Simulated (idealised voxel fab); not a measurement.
The document below concerns the process module designated voxel self aligned contacts.
Xsec cut, 230 nm wide, square cell size 5 nm.
Format of a cross-section: grid, square cells. Given as bands. Order: top down. Band: one or more rows of cells.
What a band's entry tells you: where the top is and where the bottom is, as heights in nm, and after that what lies inside, material by material from left to right, each with its width in nm. Empty space is written as the word "empty", and a single material marked with the word "all across" occupies the band from edge to edge.
Where do heights start? At 0: under that level the wafer as delivered is made of one material only. And the lowest band has no floor; it just carries on downward, as in "top 0, no bottom".
Quick explanation for "30..40": the width changes in equal steps down the rows of cells, from the first number in the band's top row to the second number in its bottom row.
"no modification" after a step means that no cell of the cross-section changed.
"Sealed internal voids" means: voids of 8 cells or more that are shut off from the top with no open way through. Written width x height at distance, distance from the left edge, in nm.
On a step's line, text after the settings is the simulator commenting on that step.
overlay nm: right-of-plan distance of the mask on a masked step; negative values mean left-of-plan.
Intended process steps
1. RECEIVE [material Si]
2. CONFORMAL_DEP [material SiO2] [thk nm 5]
3. DIRECTIONAL_DEP [material polySi] [thk nm 20]
4. DIRECTIONAL_DEP [material SiN] [thk nm 15]
5. DIRECTIONAL_DEP [material aC] [thk nm 15]
6. PATTERN [tone cover] [mask id GATE] [material resist] [width nm 25] [pitch nm 50] [thk nm 30] [overlay nm 0]
7. DIRECTIONAL_ETCH [etch materials aC] [depth nm 15]
8. STRIP [etch materials resist]
9. DIRECTIONAL_ETCH [etch materials SiN] [depth nm 15]
10. DIRECTIONAL_ETCH [etch materials polySi] [depth nm 20]
11. STRIP [etch materials aC]
12. CONFORMAL_DEP [material SiN] [thk nm 5]
13. DIRECTIONAL_ETCH [etch materials SiN] [depth nm 5]
14. FILL_DEP [material SiO2] [thk nm 15]
15. CMP [height nm 50]
16. PATTERN [tone open] [mask id CONTACT] [material resist] [width nm 35] [thk nm 15] [overlay nm 0]
17. DIRECTIONAL_ETCH [etch materials SiO2] [depth nm 50]
18. STRIP [etch materials resist]
19. CONFORMAL_DEP [material TiN] [thk nm 5]
20. FILL_DEP [material Ru] [thk nm 10]
21. CMP [height nm 50]
22. CONFORMAL_DEP [material SiN] [thk nm 5]
Concerning the first of two wafers, which was run in accordance with the plan
Here's what the wafer looked like in cross-section when it arrived - that's after step 1
> top 0, no bottom: Si all across
> Sealed internal voids: none
Upon completion of step 2, the wafer appears in cross-section as shown
> top 5, bottom 0: SiO2 all across
> Beneath the level 0, the cross-section is identical to its previous state.
Upon completion of step 3, the wafer appears in cross-section as shown
> top 25, bottom 5: polySi all across
> Beneath the level 5, the cross-section is identical to its previous state.
Upon completion of step 4, the wafer appears in cross-section as shown
> top 40, bottom 25: SiN all across
> Beneath the level 25, the cross-section is identical to its previous state.
Upon completion of step 5, the wafer appears in cross-section as shown
> top 55, bottom 40: aC all across
> Beneath the level 40, the cross-section is identical to its previous state.
Upon completion of step 6, the wafer appears in cross-section as shown
> top 85, bottom 55: empty (75)  resist (25)  empty (25)  resist (25)  empty (80)
> Beneath the level 55, the cross-section is identical to its previous state.
Upon completion of step 7, the wafer appears in cross-section as shown
> top 70, bottom 55: empty (75)  resist (25)  empty (25)  resist (25)  empty (80)
> top 55, bottom 40: empty (75)  aC (25)  empty (25)  aC (25)  empty (80)
> Beneath the level 40, the cross-section is identical to its previous state.
Upon completion of step 8, the wafer appears in cross-section as shown
> top 55, bottom 40: empty (75)  aC (25)  empty (25)  aC (25)  empty (80)
> Beneath the level 40, the cross-section is identical to its previous state.
Upon completion of step 9, the wafer appears in cross-section as shown
> top 55, bottom 40: empty (75)  aC (25)  empty (25)  aC (25)  empty (80)
> top 40, bottom 25: empty (75)  SiN (25)  empty (25)  SiN (25)  empty (80)
> Beneath the level 25, the cross-section is identical to its previous state.
Upon completion of step 10, the wafer appears in cross-section as shown
> top 55, bottom 40: empty (75)  aC (25)  empty (25)  aC (25)  empty (80)
> top 40, bottom 25: empty (75)  SiN (25)  empty (25)  SiN (25)  empty (80)
> top 25, bottom 5: empty (75)  polySi (25)  empty (25)  polySi (25)  empty (80)
> Beneath the level 5, the cross-section is identical to its previous state.
Upon completion of step 11, the wafer appears in cross-section as shown
> top 40, bottom 25: empty (75)  SiN (25)  empty (25)  SiN (25)  empty (80)
> Beneath the level 25, the cross-section is identical to its previous state.
Upon completion of step 12, the wafer appears in cross-section as shown
> top 45, bottom 25: empty (70)  SiN (35)  empty (15)  SiN (35)  empty (75)
> top 25, bottom 10: empty (70)  SiN (5)  polySi (25)  SiN (5)  empty (15)  SiN (5)  polySi (25)  SiN (5)  empty (75)
> top 10, bottom 5: SiN (75)  polySi (25)  SiN (25)  polySi (25)  SiN (80)
> Beneath the level 5, the cross-section is identical to its previous state.
Upon completion of step 13, the wafer appears in cross-section as shown
> top 40, bottom 25: empty (70)  SiN (35)  empty (15)  SiN (35)  empty (75)
> top 25, bottom 5: empty (70)  SiN (5)  polySi (25)  SiN (5)  empty (15)  SiN (5)  polySi (25)  SiN (5)  empty (75)
> Beneath the level 5, the cross-section is identical to its previous state.
Upon completion of step 14, the wafer appears in cross-section as shown
> top 55, bottom 40: SiO2 all across
> top 40, bottom 25: SiO2 (70)  SiN (35)  SiO2 (15)  SiN (35)  SiO2 (75)
> top 25, bottom 5: SiO2 (70)  SiN (5)  polySi (25)  SiN (5)  SiO2 (15)  SiN (5)  polySi (25)  SiN (5)  SiO2 (75)
> Beneath the level 5, the cross-section is identical to its previous state.
Upon completion of step 15, the wafer appears in cross-section as shown
> top 50, bottom 40: SiO2 all across
> Beneath the level 40, the cross-section is identical to its previous state.
Upon completion of step 16, the wafer appears in cross-section as shown
> top 65, bottom 50: resist (95)  empty (35)  resist (100)
> Beneath the level 50, the cross-section is identical to its previous state.
Upon completion of step 17, the wafer appears in cross-section as shown
> top 65, bottom 50: resist (95)  empty (35)  resist (100)
> top 50, bottom 40: SiO2 (95)  empty (35)  SiO2 (100)
> top 40, bottom 25: SiO2 (70)  SiN (35)  empty (15)  SiN (35)  SiO2 (75)
> top 25, bottom 5: SiO2 (70)  SiN (5)  polySi (25)  SiN (5)  empty (15)  SiN (5)  polySi (25)  SiN (5)  SiO2 (75)
> top 5, bottom 0: SiO2 (105)  empty (15)  SiO2 (110)
> Beneath the level 0, the cross-section is identical to its previous state.
Upon completion of step 18, the wafer appears in cross-section as shown
> top 50, bottom 40: SiO2 (95)  empty (35)  SiO2 (100)
> Beneath the level 40, the cross-section is identical to its previous state.
Upon completion of step 19, the wafer appears in cross-section as shown
> top 55, bottom 50: TiN (100)  empty (25)  TiN (105)
> top 50, bottom 40: SiO2 (95)  TiN (5..15)  empty (25..5)  TiN (5..15)  SiO2 (100)
> top 40, bottom 25: SiO2 (70)  SiN (35)  TiN (5)  empty (5)  TiN (5)  SiN (35)  SiO2 (75)
> top 25, bottom 5: SiO2 (70)  SiN (5)  polySi (25)  SiN (5)  TiN (5)  empty (5)  TiN (5)  SiN (5)  polySi (25)  SiN (5)  SiO2 (75)
> top 5, bottom 0: SiO2 (105)  TiN (15)  SiO2 (110)
> Beneath the level 0, the cross-section is identical to its previous state.
Upon completion of step 20, the wafer appears in cross-section as shown
> top 65, bottom 55: Ru all across
> top 55, bottom 50: TiN (100)  Ru (25)  TiN (105)
> top 50, bottom 40: SiO2 (95)  TiN (5..15)  Ru (25..5)  TiN (5..15)  SiO2 (100)
> top 40, bottom 25: SiO2 (70)  SiN (35)  TiN (5)  Ru (5)  TiN (5)  SiN (35)  SiO2 (75)
> top 25, bottom 5: SiO2 (70)  SiN (5)  polySi (25)  SiN (5)  TiN (5)  Ru (5)  TiN (5)  SiN (5)  polySi (25)  SiN (5)  SiO2 (75)
> Beneath the level 5, the cross-section is identical to its previous state.
Upon completion of step 21, the wafer appears in cross-section as shown
> top 50, bottom 40: SiO2 (95)  TiN (5..15)  Ru (25..5)  TiN (5..15)  SiO2 (100)
> Beneath the level 40, the cross-section is identical to its previous state.
Upon completion of step 22, the wafer appears in cross-section as shown
> top 55, bottom 50: SiN all across
> Beneath the level 50, the cross-section is identical to its previous state.
The second wafer: identical to the first at the outset and in its planned sequence, differing only in that one mistake was made during processing; up to and including step 5, its path is the first wafer's path
Cross-section of the second wafer at the time step 6 of the plan should have ended
> top 85, bottom 55: resist (75)  empty (25)  resist (25)  empty (25)  resist (80)
> Beneath the level 55, the cross-section is identical to its previous state.
Cross-section of the second wafer at the time step 7 of the plan should have ended
> top 70, bottom 55: resist (75)  empty (25)  resist (25)  empty (25)  resist (80)
> top 55, bottom 40: aC (75)  empty (25)  aC (25)  empty (25)  aC (80)
> Beneath the level 40, the cross-section is identical to its previous state.
Cross-section of the second wafer at the time step 8 of the plan should have ended
> top 55, bottom 40: aC (75)  empty (25)  aC (25)  empty (25)  aC (80)
> Beneath the level 40, the cross-section is identical to its previous state.
Cross-section of the second wafer at the time step 9 of the plan should have ended
> top 55, bottom 40: aC (75)  empty (25)  aC (25)  empty (25)  aC (80)
> top 40, bottom 25: SiN (75)  empty (25)  SiN (25)  empty (25)  SiN (80)
> Beneath the level 25, the cross-section is identical to its previous state.
Cross-section of the second wafer at the time step 10 of the plan should have ended
> top 55, bottom 40: aC (75)  empty (25)  aC (25)  empty (25)  aC (80)
> top 40, bottom 25: SiN (75)  empty (25)  SiN (25)  empty (25)  SiN (80)
> top 25, bottom 5: polySi (75)  empty (25)  polySi (25)  empty (25)  polySi (80)
> Beneath the level 5, the cross-section is identical to its previous state.
Cross-section of the second wafer at the time step 11 of the plan should have ended
> top 40, bottom 25: SiN (75)  empty (25)  SiN (25)  empty (25)  SiN (80)
> Beneath the level 25, the cross-section is identical to its previous state.
Cross-section of the second wafer at the time step 12 of the plan should have ended
> top 45, bottom 25: SiN (80)  empty (15)  SiN (35)  empty (15)  SiN (85)
> top 25, bottom 10: polySi (75)  SiN (5)  empty (15)  SiN (5)  polySi (25)  SiN (5)  empty (15)  SiN (5)  polySi (80)
> top 10, bottom 5: polySi (75)  SiN (25)  polySi (25)  SiN (25)  polySi (80)
> Beneath the level 5, the cross-section is identical to its previous state.
Cross-section of the second wafer at the time step 13 of the plan should have ended
> top 40, bottom 25: SiN (80)  empty (15)  SiN (35)  empty (15)  SiN (85)
> top 25, bottom 5: polySi (75)  SiN (5)  empty (15)  SiN (5)  polySi (25)  SiN (5)  empty (15)  SiN (5)  polySi (80)
> Beneath the level 5, the cross-section is identical to its previous state.
Cross-section of the second wafer at the time step 14 of the plan should have ended
> top 55, bottom 40: SiO2 all across
> top 40, bottom 25: SiN (80)  SiO2 (15)  SiN (35)  SiO2 (15)  SiN (85)
> top 25, bottom 5: polySi (75)  SiN (5)  SiO2 (15)  SiN (5)  polySi (25)  SiN (5)  SiO2 (15)  SiN (5)  polySi (80)
> Beneath the level 5, the cross-section is identical to its previous state.
Cross-section of the second wafer at the time step 15 of the plan should have ended
> top 50, bottom 40: SiO2 all across
> Beneath the level 40, the cross-section is identical to its previous state.
Cross-section of the second wafer at the time step 16 of the plan should have ended
> top 65, bottom 50: resist (95)  empty (35)  resist (100)
> Beneath the level 50, the cross-section is identical to its previous state.
Cross-section of the second wafer at the time step 17 of the plan should have ended
> top 65, bottom 50: resist (95)  empty (35)  resist (100)
> top 50, bottom 40: SiO2 (95)  empty (35)  SiO2 (100)
> Beneath the level 40, the cross-section is identical to its previous state.
Cross-section of the second wafer at the time step 18 of the plan should have ended
> top 50, bottom 40: SiO2 (95)  empty (35)  SiO2 (100)
> Beneath the level 40, the cross-section is identical to its previous state.
Cross-section of the second wafer at the time step 19 of the plan should have ended
> top 55, bottom 50: TiN (100)  empty (25)  TiN (105)
> top 50, bottom 45: SiO2 (95)  TiN (5)  empty (25)  TiN (5)  SiO2 (100)
> top 45, bottom 40: SiO2 (95)  TiN (35)  SiO2 (100)
> Beneath the level 40, the cross-section is identical to its previous state.
Cross-section of the second wafer at the time step 20 of the plan should have ended
> top 65, bottom 55: Ru all across
> top 55, bottom 50: TiN (100)  Ru (25)  TiN (105)
> top 50, bottom 45: SiO2 (95)  TiN (5)  Ru (25)  TiN (5)  SiO2 (100)
> Beneath the level 45, the cross-section is identical to its previous state.
Cross-section of the second wafer at the time step 21 of the plan should have ended
> top 50, bottom 45: SiO2 (95)  TiN (5)  Ru (25)  TiN (5)  SiO2 (100)
> Beneath the level 45, the cross-section is identical to its previous state.
Cross-section of the second wafer at the time step 22 of the plan should have ended
> top 55, bottom 50: SiN all across
> Beneath the level 50, the cross-section is identical to its previous state.
The mistake made against the process plan was this: it should be noted that step 6 was executed with settings other than those planned, the operation and settings actually applied being PATTERN [tone open] [mask id GATE] [material resist] [width nm 25] [pitch nm 50] [thk nm 30] [overlay nm 0]
It is noted that, at the conclusion of processing, the second wafer exhibits a higher or lower cell count for certain materials relative to the first: -8 Ru; +78 SiN; -158 SiO2; -16 TiN; +104 polySi
